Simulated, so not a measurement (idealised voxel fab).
You're looking at the process module voxel capacitor over wiring.
Each square cell in cross-section cut measures 5 nm, and the section as a whole is 150 nm wide.
Notation: cross-section as square-cell grid; stated in bands, top first, going down; one or more cell rows per band. Heights first: top, then bottom, in nm. Then materials, left to right, each with a width in nm. "edge to edge" on a single material: fills the band edge to edge. "empty": empty space. The level at which height equals 0 is the one under which the wafer, as it arrives, is entirely one material. No lower edge exists for the bottom band, which continues downward and is notated as in "0 and below". The width entry "30->40" should be interpreted row by row: the top row of cells in the band takes the first number, the bottom row takes the second number, and the change between adjacent rows is uniform throughout. Key: "remains unaltered" - step with no changed cell in the cross-section. What "Completely sealed voids" gives you is every empty space of 8 cells or more that is cut off from the top. Each appears as width x height at distance, with the distance taken from the left edge and width, height and distance all in nm. Read whatever lies past the settings on a step's line as the simulator's own remark about the step. Among the settings permitted on a step's line is "overlay nm"; applied to a step with a mask, it specifies the extent to which the mask lay to the right of its planned position, whereas a negative figure signifies a position to the left.
# Listed below are the process steps as planned
- 1: RECEIVE [material Si]
- 2: CONFORMAL_DEP [material SiO2] [thk nm 15]
- 3: DIRECTIONAL_DEP [material TiN] [thk nm 5]
- 4: DIRECTIONAL_DEP [material Ru] [thk nm 15]
- 5: MASKED_ETCH [tone cover] [mask id METAL_1] [width nm 20] [pitch nm 75] [etch materials Ru] [depth nm 15] [overlay nm 0]
- 6: MASKED_ETCH [tone cover] [mask id METAL_1] [width nm 20] [pitch nm 75] [etch materials TiN] [depth nm 5] [overlay nm 0]
- 7: FILL_DEP [material lowk] [thk nm 5]
- 8: CMP [height nm 35]
- 9: CONFORMAL_DEP [material SiCN] [thk nm 5]
- 10: DIRECTIONAL_DEP [material SiO2] [thk nm 10]
- 11: DIRECTIONAL_DEP [material aC] [thk nm 10]
- 12: PATTERN [tone open] [mask id PLUG_1] [material resist] [width nm 15] [thk nm 30] [overlay nm 0]
- 13: DIRECTIONAL_ETCH [etch materials aC] [depth nm 10]
- 14: STRIP [etch materials resist]
- 15: DIRECTIONAL_ETCH [etch materials SiO2] [depth nm 10]
- 16: DIRECTIONAL_ETCH [etch materials SiCN] [depth nm 5]
- 17: STRIP [etch materials aC]
- 18: EPI [material Ru] [thk nm 10]
- 19: EPI [material Ru] [thk nm 5]
- 20: DIRECTIONAL_DEP [material TiN] [thk nm 10]
- 21: DIRECTIONAL_DEP [material Al2O3] [thk nm 5]
- 22: DIRECTIONAL_DEP [material TiN] [thk nm 5]
- 23: DIRECTIONAL_DEP [material aC] [thk nm 10]
- 24: PATTERN [tone cover] [mask id UPPER_PLATE] [material resist] [width nm 60] [thk nm 25] [overlay nm 0]
- 25: DIRECTIONAL_ETCH [etch materials aC] [depth nm 10]
- 26: STRIP [etch materials resist]
- 27: DIRECTIONAL_ETCH [etch materials TiN] [depth nm 5]
- 28: DIRECTIONAL_ETCH [etch materials Al2O3] [depth nm 5]
- 29: STRIP [etch materials aC]
- 30: DIRECTIONAL_DEP [material aC] [thk nm 15]
- 31: PATTERN [tone cover] [mask id LOWER_PLATE] [material resist] [width nm 70] [thk nm 30] [overlay nm 0]
- 32: DIRECTIONAL_ETCH [etch materials aC] [depth nm 15]
- 33: STRIP [etch materials resist]
- 34: DIRECTIONAL_ETCH [etch materials TiN] [depth nm 10]
- 35: STRIP [etch materials aC]
- 36: FILL_DEP [material SiO2] [thk nm 20]
- 37: CMP [height nm 85]
- 38: MASKED_ETCH [tone open] [mask id PLUG_2] [width nm 15] [etch materials SiO2] [depth nm 15] [overlay nm 0]
- 39: CONFORMAL_DEP [material TiN] [thk nm 5]
- 40: FILL_DEP [material W] [thk nm 10]
- 41: CMP [height nm 85]
- 42: CONFORMAL_DEP [material SiN] [thk nm 5]
# Wafer cross-section on receipt, i.e. after step 1
> 0 and below: Si edge to edge
> Completely sealed voids: none
# Figure: cross-sectional view of the wafer upon completion of the module, processed from the initial state and according to the plan depicted above, with one error introduced during execution
> 90 down to 85: SiN edge to edge
> 85 down to 75: SiO2 30, SiN 60, SiO2 60
> 75 down to 70: SiN edge to edge
> 70 down to 65: SiN 30, TiN 60, SiN 60
> 65 down to 60: SiN 30, Al2O3 60, SiN 60
> 60 down to 50: TiN edge to edge
> 50 down to 40: SiO2 30, Ru 15, SiO2 105
> 40 down to 35: SiCN 30, Ru 15, SiCN 105
> 35 down to 20: lowk 25, Ru 20, lowk 55, Ru 20, lowk 30
> 20 down to 15: lowk 25, TiN 20, lowk 55, TiN 20, lowk 30
> 15 down to 0: SiO2 edge to edge
> 0 and below: Si edge to edge
> Completely sealed voids: none
What was the processing mistake? step 30 did not happen as planned, as run it was DIRECTIONAL_DEP [material SiN] [thk nm 15]
